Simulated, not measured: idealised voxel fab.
Documented hereafter: the process module known as voxel capacitor over wiring.
Cross-section cut: width 205 nm, square cells of 5 nm.
Reading order for cross-sections: top band down to bottom band. Underlying form: a grid of square cells. Band size: one or more rows of cells. Quick guide to a band line: top height, bottom height (nm) up front; then every material left to right with its width in nm. Only one material and it's marked "throughout"? Then it fills the band edge to edge. And "blank" just means empty space. Heads up on the height convention: 0 is the point under which the incoming wafer is all one material, and the lowest band has no bottom, it just keeps going down, like "0 -> down". The notation "30->40" denotes a width that varies across the rows of cells in the band, beginning at the first number in the top row, finishing at the second number in the bottom row, and changing by an identical amount from each row to the next. Any step labelled "nothing got changed" changed none of the cells in the cross-section. If an empty space has no open way to the top and is at least 8 cells in size, "Fully closed voids" lists it, written width x height at distance, where distance is measured from the left edge and every value is in nm. That trailing text on a step's line, after the settings, is the simulator's own remark on the step. overlay nm: how far to the right of its planned place the mask lay on this masked step (negative: to the left).

Intended process steps:
1. RECEIVE [material Si]
2. CONFORMAL_DEP [material SiO2] [thk nm 10]
3. CONFORMAL_DEP [material SiCN] [thk nm 5]
4. DIRECTIONAL_DEP [material lowk] [thk nm 15]
5. PATTERN [tone open] [mask id METAL_1] [material resist] [width nm 25] [pitch nm 95] [thk nm 15] [overlay nm 0]
6. DIRECTIONAL_ETCH [etch materials lowk] [depth nm 15]
7. DIRECTIONAL_ETCH [etch materials SiCN] [depth nm 5]
8. STRIP [etch materials resist]
9. CONFORMAL_DEP [material TiN] [thk nm 5]
10. FILL_DEP [material Cu] [thk nm 5]
11. CMP [height nm 30]
12. EPI [material Ru] [thk nm 5]
13. FILL_DEP [material SiCN] [thk nm 5]
14. DIRECTIONAL_DEP [material lowk] [thk nm 15]
15. DIRECTIONAL_DEP [material aC] [thk nm 15]
16. PATTERN [tone open] [mask id PLUG_1] [material resist] [width nm 15] [thk nm 35] [overlay nm 0]
17. DIRECTIONAL_ETCH [etch materials aC] [depth nm 15]
18. STRIP [etch materials resist]
19. DIRECTIONAL_ETCH [etch materials lowk] [depth nm 15]
20. DIRECTIONAL_ETCH [etch materials SiCN] [depth nm 5]
21. STRIP [etch materials aC]
22. EPI [material Ru] [thk nm 10]
23. EPI [material Ru] [thk nm 10]
24. DIRECTIONAL_DEP [material TiN] [thk nm 10]
25. DIRECTIONAL_DEP [material Al2O3] [thk nm 5]
26. DIRECTIONAL_DEP [material TiN] [thk nm 5]
27. MASKED_ETCH [tone cover] [mask id UPPER_PLATE] [width nm 75] [etch materials TiN] [depth nm 5] [overlay nm 0]
28. MASKED_ETCH [tone cover] [mask id UPPER_PLATE] [width nm 75] [etch materials Al2O3] [depth nm 5] [overlay nm 0]
29. PATTERN [tone cover] [mask id LOWER_PLATE] [material resist] [width nm 85] [thk nm 20] [overlay nm 0]
30. DIRECTIONAL_ETCH [etch materials TiN] [depth nm 10]
31. STRIP [etch materials resist]
32. FILL_DEP [material SiO2] [thk nm 20]
33. CMP [height nm 90]
34. DIRECTIONAL_DEP [material aC] [thk nm 10]
35. PATTERN [tone open] [mask id PLUG_2] [material resist] [width nm 15] [thk nm 30] [overlay nm 0]
36. DIRECTIONAL_ETCH [etch materials aC] [depth nm 10]
37. STRIP [etch materials resist]
38. DIRECTIONAL_ETCH [etch materials SiO2] [depth nm 15]
39. STRIP [etch materials aC]
40. CONFORMAL_DEP [material TiN] [thk nm 5]
41. FILL_DEP [material Ru] [thk nm 5]
42. CMP [height nm 90]
43. CONFORMAL_DEP [material SiN] [thk nm 5]

Incoming wafer in cross-section (state: after step 1):
> 0 -> down | Si throughout
> Fully closed voids: none

First of two wafers at the end of the module, shown in cross-section; run carried out as planned:
> 95 -> 90 | SiN throughout
> 90 -> 80 | 60 nm SiO2; 5 nm TiN; 5 nm Ru; 5 nm TiN; 130 nm SiO2
> 80 -> 70 | 60->50 nm SiO2; 15->75 nm TiN; 130->80 nm SiO2
> 70 -> 65 | 50 nm SiO2; 75 nm Al2O3; 80 nm SiO2
> 65 -> 55 | 45 nm SiO2; 85 nm TiN; 75 nm SiO2
> 55 -> 40 | 50 nm lowk; 15 nm Ru; 140 nm lowk
> 40 -> 35 | 50 nm SiCN; 15 nm Ru; 140 nm SiCN
> 35 -> 30 | 35 nm SiCN; 35 nm Ru; 60 nm SiCN; 35 nm Ru; 40 nm SiCN
> 30 -> 15 | 40 nm lowk; 5 nm TiN; 15 nm Cu; 5 nm TiN; 70 nm lowk; 5 nm TiN; 15 nm Cu; 5 nm TiN; 45 nm lowk
> 15 -> 10 | 40 nm SiCN; 25 nm TiN; 70 nm SiCN; 25 nm TiN; 45 nm SiCN
> 10 -> 0 | SiO2 throughout
> 0 -> down | Si throughout
> Fully closed voids: none

Cross-section, second wafer: same start as the first, same plan as the first, one mistake in running it; taken at the end of the module:
> 95 -> 90 | SiN throughout
> 90 -> 80 | 60->50 nm SiO2; 15->25 nm TiN; 130 nm SiO2
> 80 -> 75 | 50 nm SiO2; 25 nm Al2O3; 130 nm SiO2
> 75 -> 70 | 45 nm SiO2; 80 nm TiN; 80 nm SiO2
> 70 -> 65 | 45 nm SiO2; 30 nm TiN; 50 nm Al2O3; 80 nm SiO2
> 65 -> 55 | 40 nm SiO2; 35 nm Ru; 55 nm TiN; 75 nm SiO2
> 55 -> 40 | 50 nm lowk; 15 nm Ru; 140 nm lowk
> 40 -> 35 | 50 nm SiCN; 15 nm Ru; 140 nm SiCN
> 35 -> 30 | 35 nm SiCN; 35 nm Ru; 60 nm SiCN; 35 nm Ru; 40 nm SiCN
> 30 -> 15 | 40 nm lowk; 5 nm TiN; 15 nm Cu; 5 nm TiN; 70 nm lowk; 5 nm TiN; 15 nm Cu; 5 nm TiN; 45 nm lowk
> 15 -> 10 | 40 nm SiCN; 25 nm TiN; 70 nm SiCN; 25 nm TiN; 45 nm SiCN
> 10 -> 0 | SiO2 throughout
> 0 -> down | Si throughout
> Fully closed voids: none
Against the plan, the run slipped here: note: one of steps 22 and 23 (identical) was run twice; cannot identify which
Looking at both finished wafers in cells, the second ends up ahead of or behind the first on some materials: +12 Ru, -8 SiO2, -4 TiN
